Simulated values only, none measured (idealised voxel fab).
Title: Process Module voxel air gaps
For reference, the cross-section in this document is cut, with width 185 nm and square cells of 5 nm.
Notation: cross-section as square-cell grid; stated in bands, top first, going down; one or more cell rows per band. A band entry consists of two parts. The first gives the height of the band's top and the height of its bottom, in nm. The rest lists the band's materials from left to right, each with its width in nm. A single material labelled with the word "all across" fills the band from edge to edge, and the word "air" marks empty space. We count height from 0. Below that, the starting wafer is all one material. The lowest band never ends at the bottom but goes on down; see "from 0 down" for how that is written. Width "30 to 40": first value at the band's top row of cells, second value at its bottom row, equal change from row to row. For the purposes of this document, the phrase "remained unchanged" attached to a step denotes that no cell within the cross-section was modified by that step. Heads up: "Sealed void list" only lists the empty pockets with no open path to the top that are 8 cells or more, and it writes them as width x height at distance, distance from the left edge, in nm. Post-settings text on a step line: simulator's own remark regarding the step. A step line may carry the setting "overlay nm", which, for steps involving a mask, states the distance by which the mask lay to the right of its intended position; negative values denote displacement to the left.
The process steps that were planned are listed below:
1. RECEIVE with material Si
2. CONFORMAL_DEP with material SiO2, thk nm 15
3. CONFORMAL_DEP with material SiCN, thk nm 5
4. DIRECTIONAL_DEP with material lowk, thk nm 40
5. DIRECTIONAL_DEP with material aC, thk nm 10
6. PATTERN with tone open, mask id LINES, material resist, width nm 20, pitch nm 45, thk nm 30, overlay nm 0
7. DIRECTIONAL_ETCH with etch materials aC, depth nm 10
8. STRIP with etch materials resist
9. DIRECTIONAL_ETCH with etch materials lowk, depth nm 40
10. STRIP with etch materials aC
11. CONFORMAL_DEP with material TiN, thk nm 5
12. FILL_DEP with material Cu, thk nm 10
13. CMP with height nm 60
14. EPI with material Ru, thk nm 10
15. SELECTIVE_ETCH with etch materials lowk, depth nm 50
16. CONFORMAL_DEP with material SiCN, thk nm 5
Received-state cross-section, reflecting completion of step 1:
from 0 down: Si all across
Sealed void list: none
Starting structure and process plan are as shown above, but one mistake was made in running the module; the wafer cross-section at the end of the module follows:
from 65 to 55: SiCN all across
from 55 to 15: lowk all across
from 15 to 0: SiO2 all across
from 0 down: Si all across
Sealed void list: none
Short version of what went wrong: so 3 and 4 got swapped relative to the plan, each ran where the other was supposed to
